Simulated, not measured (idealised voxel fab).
process module | voxel air gaps
cross-section cut | 240 nm wide | cells 5 nm
A cross-section is a grid of square cells, given in bands from the top down. A band is one or more rows of cells.
Each band's line starts with the height of the band's top and of its bottom, in nm. Then come its materials from left to right, each with its width in nm. One material with "throughout" fills the band from edge to edge. "air" is empty space.
Height 0 is the level under which the wafer as received is all one material. The lowest band goes on downwards, as in "0 down".
A width such as "30 to 40" changes by the same amount from each row of cells to the next, from the band's top row to its bottom row.
"no change" after a step means that no cell of the cross-section changed.
closed voids: empty space of 8 cells or more with no open way to the top, each as width x height at its distance from the left edge, in nm
after a step's settings: what the simulator itself notes on the step
overlay nm, on a step with a mask: how far to the right of its planned place the mask lay; to the left if negative
plan
1 op RECEIVE | material Si
2 op CONFORMAL_DEP | material SiO2 | thk nm 15
3 op CONFORMAL_DEP | material SiCN | thk nm 5
4 op DIRECTIONAL_DEP | material SiO2 | thk nm 30
5 op PATTERN | tone open | mask id LINES | material resist | width nm 20 | pitch nm 45 | thk nm 20 | overlay nm 0
6 op DIRECTIONAL_ETCH | etch materials SiO2 | depth nm 30
7 op STRIP | etch materials resist
8 op CONFORMAL_DEP | material TiN | thk nm 5
9 op FILL_DEP | material W | thk nm 10
10 op CMP | height nm 50
11 op EPI | material Ru | thk nm 10
12 op SELECTIVE_ETCH | etch materials SiO2 | depth nm 40
13 op CONFORMAL_DEP | material SiCN | thk nm 5
as received, after step 1
  0 down: Si throughout
  closed voids: none
first wafer at the end, as planned
  65 to 60: air 25 | SiCN 185 | air 30
  60 to 50: air 25 | SiCN 5 | Ru 40 | SiCN 5 | Ru 40 | SiCN 5 | Ru 40 | SiCN 5 | Ru 40 | SiCN 5 | air 30
  50 to 45: air 25 | SiCN 15 | TiN 5 | W 10 | TiN 5 | SiCN 25 | TiN 5 | W 10 | TiN 5 | SiCN 25 | TiN 5 | W 10 | TiN 5 | SiCN 25 | TiN 5 | W 10 | TiN 5 | SiCN 15 | air 30
  45 to 25: air 35 | SiCN 5 | TiN 5 | W 10 | TiN 5 | SiCN 5 | air 15 | SiCN 5 | TiN 5 | W 10 | TiN 5 | SiCN 5 | air 15 | SiCN 5 | TiN 5 | W 10 | TiN 5 | SiCN 5 | air 15 | SiCN 5 | TiN 5 | W 10 | TiN 5 | SiCN 5 | air 40
  25 to 20: SiCN 40 | TiN 20 | SiCN 25 | TiN 20 | SiCN 25 | TiN 20 | SiCN 25 | TiN 20 | SiCN 45
  20 to 15: SiCN throughout
  15 to 0: SiO2 throughout
  0 down: Si throughout
  closed voids: 15 x 20 at 65; 15 x 20 at 110; 15 x 20 at 155
second wafer at the end: like start, like plan, one mistake
  55 to 50: air 25 | SiCN 185 | air 30
  50 to 40: air 25 | SiCN 5 | Ru 40 | SiCN 5 | Ru 40 | SiCN 5 | Ru 40 | SiCN 5 | Ru 40 | SiCN 5 | air 30
  40 to 35: air 25 | SiCN 15 | TiN 5 | W 10 | TiN 5 | SiCN 25 | TiN 5 | W 10 | TiN 5 | SiCN 25 | TiN 5 | W 10 | TiN 5 | SiCN 25 | TiN 5 | W 10 | TiN 5 | SiCN 15 | air 30
  35 to 25: air 35 | SiCN 5 | TiN 5 | W 10 | TiN 5 | SiCN 5 | air 15 | SiCN 5 | TiN 5 | W 10 | TiN 5 | SiCN 5 | air 15 | SiCN 5 | TiN 5 | W 10 | TiN 5 | SiCN 5 | air 15 | SiCN 5 | TiN 5 | W 10 | TiN 5 | SiCN 5 | air 40
  25 to 20: SiCN 40 | TiN 20 | SiCN 25 | TiN 20 | SiCN 25 | TiN 20 | SiCN 25 | TiN 20 | SiCN 45
  20 to 15: SiCN throughout
  15 to 0: SiO2 throughout
  0 down: Si throughout
  closed voids: none
what went wrong: step 10 ran as: op CMP | height nm 40
at the end the second wafer has, in cells: 16 fewer of SiCN | 16 fewer of TiN | 16 fewer of W
closed voids at the end (first wafer, second wafer): 3, 0
